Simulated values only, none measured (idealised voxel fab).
process module | voxel gate over fins
cross-section cut | 145 nm wide | cells 5 nm
A cross-section is a grid of square cells, given in bands from the top down. A band is one or more rows of cells.
Each band's line starts with the height of the band's top and of its bottom, in nm. Then come its materials from left to right, each with its width in nm. One material with "throughout" fills the band from edge to edge. "air" is empty space.
Height 0 is the level under which the wafer as received is all one material. The lowest band goes on downwards, as in "0 down".
A width such as "30 to 40" changes by the same amount from each row of cells to the next, from the band's top row to its bottom row.
"no change" after a step means that no cell of the cross-section changed.
closed voids: empty space of 8 cells or more with no open way to the top, each as width x height at its distance from the left edge, in nm
after a step's settings: what the simulator itself notes on the step
overlay nm, on a step with a mask: how far to the right of its planned place the mask lay; to the left if negative
plan
1 op RECEIVE | material Si
2 op CONFORMAL_DEP | material SiN | thk nm 10
3 op DIRECTIONAL_DEP | material aC | thk nm 10
4 op PATTERN | tone cover | mask id FINS | material resist | width nm 15 | pitch nm 35 | thk nm 30 | overlay nm 0
5 op DIRECTIONAL_ETCH | etch materials aC | depth nm 10
6 op STRIP | etch materials resist
7 op DIRECTIONAL_ETCH | etch materials SiN | depth nm 10
8 op DIRECTIONAL_ETCH | etch materials Si | depth nm 40
9 op STRIP | etch materials aC
10 op OXIDIZE | depth nm 5
11 op FILL_DEP | material SiO2 | thk nm 5
12 op CMP | height nm 10
13 op SELECTIVE_ETCH | etch materials SiO2 | depth nm 25
14 op STRIP | etch materials SiN
15 op CONFORMAL_DEP | material HfO2 | thk nm 5
16 op CONFORMAL_DEP | material TiN | thk nm 5
17 op CONFORMAL_DEP | material TiAl | thk nm 5
18 op CONFORMAL_DEP | material TiN | thk nm 5
19 op FILL_DEP | material W | thk nm 15
20 op CMP | height nm 20
21 op CONFORMAL_DEP | material SiCN | thk nm 5
varied across the wafers: height nm of step 20. The plan shows the first wafer's value. All wafers start alike
first wafer as received, after step 1
  0 down: Si throughout
  closed voids: none
first wafer at the end, after step 21
  25 to 20: SiCN throughout
  20 to 15: W 30 | TiN 80 | W 35
  15 to 10: W 30 | TiN 5 | TiAl 70 | TiN 5 | W 35
  10 to 5: W 30 | TiN 5 | TiAl 5 | TiN 25 | TiAl 10 | TiN 25 | TiAl 5 | TiN 5 | W 35
  5 to 0: TiN 35 | TiAl 5 | TiN 5 | HfO2 15 | TiN 5 | TiAl 10 | TiN 5 | HfO2 15 | TiN 5 | TiAl 5 | TiN 40
  0 to -5: TiAl 40 | TiN 5 | HfO2 5 | Si 5 | HfO2 5 | TiN 5 | TiAl 10 | TiN 5 | HfO2 5 | Si 5 | HfO2 5 | TiN 5 | TiAl 45
  -5 to -10: TiN 45 | HfO2 5 | Si 5 | HfO2 5 | TiN 20 | HfO2 5 | Si 5 | HfO2 5 | TiN 50
  -10 to -15: HfO2 50 | Si 5 | HfO2 30 | Si 5 | HfO2 55
  -15 to -45: SiO2 50 | Si 5 | SiO2 30 | Si 5 | SiO2 55
  -45 down: Si throughout
  closed voids: none
last wafer at the end
  40 to 35: SiCN throughout
  35 to 20: W throughout
  20 to 15: W 30 | TiN 80 | W 35
  15 to 10: W 30 | TiN 5 | TiAl 70 | TiN 5 | W 35
  10 to 5: W 30 | TiN 5 | TiAl 5 | TiN 25 | TiAl 10 | TiN 25 | TiAl 5 | TiN 5 | W 35
  5 to 0: TiN 35 | TiAl 5 | TiN 5 | HfO2 15 | TiN 5 | TiAl 10 | TiN 5 | HfO2 15 | TiN 5 | TiAl 5 | TiN 40
  0 to -5: TiAl 40 | TiN 5 | HfO2 5 | Si 5 | HfO2 5 | TiN 5 | TiAl 10 | TiN 5 | HfO2 5 | Si 5 | HfO2 5 | TiN 5 | TiAl 45
  -5 to -10: TiN 45 | HfO2 5 | Si 5 | HfO2 5 | TiN 20 | HfO2 5 | Si 5 | HfO2 5 | TiN 50
  -10 to -15: HfO2 50 | Si 5 | HfO2 30 | Si 5 | HfO2 55
  -15 to -45: SiO2 50 | Si 5 | SiO2 30 | Si 5 | SiO2 55
  -45 down: Si throughout
  closed voids: none
each wafer at the end: cells of each material gained (+) or lost (-) since it was received, then its closed voids
height nm 20 | +41 HfO2 | -243 Si | +29 SiCN | +162 SiO2 | +41 TiAl | +76 TiN | +39 W | closed voids: none
height nm 25 | +41 HfO2 | -243 Si | +29 SiCN | +162 SiO2 | +41 TiAl | +76 TiN | +68 W | closed voids: none
height nm 30 | +41 HfO2 | -243 Si | +29 SiCN | +162 SiO2 | +41 TiAl | +76 TiN | +97 W | closed voids: none
height nm 35 | +41 HfO2 | -243 Si | +29 SiCN | +162 SiO2 | +41 TiAl | +76 TiN | +126 W | closed voids: none
